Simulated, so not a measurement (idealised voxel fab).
Proc. module: voxel quadruple lines
Square cells of 5 nm make up the cross-section cut, whose width is 195 nm.
In what follows, cross-sections appear as grids of square cells, described through bands that run from the top down, where every band is one or more rows of cells.
It is stipulated that each band's entry specify, in nanometres, the height of the top of the band and then that of its bottom, followed by the materials of the band in left-to-right sequence, each together with its width in nanometres. A single material marked by the word "edge to edge" is understood to fill the band from edge to edge; the word "air" is understood to denote empty space.
Heads up on the height convention: 0 is the point under which the incoming wafer is all one material, and the lowest band has no bottom, it just keeps going down, like "0..down".
Width "30..40": first value at the band's top row of cells, second value at its bottom row, equal change from row to row.
A step reported as "no alteration" is a step in which no cell of the cross-section changed.
Encapsulated voids: empty space of 8 cells or more with no open way to the top, each as width x height at its distance from the left edge, in nm
Post-settings text on a step line: simulator's own remark regarding the step.
The "overlay nm" setting may appear on a step's line; for a step that uses a mask, it gives how far to the right of its planned position the mask lay, and a negative value indicates the left.
[plan]
| 1 | RECEIVE with material Si |
| 2 | CONFORMAL_DEP with material Al2O3, thk nm 5 |
| 3 | DIRECTIONAL_DEP with material W, thk nm 10 |
| 4 | DIRECTIONAL_DEP with material polySi, thk nm 15 |
| 5 | DIRECTIONAL_DEP with material aC, thk nm 25 |
| 6 | PATTERN with tone cover, mask id MANDREL, material resist, width nm 25, thk nm 35, overlay nm -15 |
| 7 | DIRECTIONAL_ETCH with etch materials aC, depth nm 25 |
| 8 | STRIP with etch materials resist |
| 9 | CONFORMAL_DEP with material SiO2, thk nm 15 |
| 10 | DIRECTIONAL_ETCH with etch materials SiO2, depth nm 15 |
| 11 | STRIP with etch materials aC |
| 12 | DIRECTIONAL_ETCH with etch materials polySi, depth nm 15 |
| 13 | STRIP with etch materials SiO2 |
| 14 | CONFORMAL_DEP with material SiCN, thk nm 5 |
| 15 | DIRECTIONAL_ETCH with etch materials SiCN, depth nm 5 |
| 16 | STRIP with etch materials polySi |
| 17 | DIRECTIONAL_ETCH with etch materials W, depth nm 10 |
| 18 | STRIP with etch materials SiCN |
| 19 | FILL_DEP with material SiO2, thk nm 5 |
| 20 | CMP with height nm 15 |
The value of overlay nm given for step 6 in the plan refers to the first wafer; the wafers vary in this setting and are alike at the start.
[The first of several wafers, as received after step 1, seen in section]
  0..down | Si edge to edge
  Encapsulated voids: none
[What follows is a table in which each wafer occupies a row; for the wafer as it stands at the close of the module, the row states, material by material, how many cells have been gained (+) or lost (-) since receipt, and then gives its closed voids]
overlay nm -15; +39 Al2O3; +70 SiO2; +8 W; Encapsulated voids: none
overlay nm -10; +39 Al2O3; +70 SiO2; +8 W; Encapsulated voids: none
overlay nm -5; +39 Al2O3; +70 SiO2; +8 W; Encapsulated voids: none
overlay nm 0; +39 Al2O3; +70 SiO2; +8 W; Encapsulated voids: none
overlay nm 5; +39 Al2O3; +70 SiO2; +8 W; Encapsulated voids: none
overlay nm 10; +39 Al2O3; +70 SiO2; +8 W; Encapsulated voids: none
overlay nm 15; +39 Al2O3; +70 SiO2; +8 W; Encapsulated voids: none
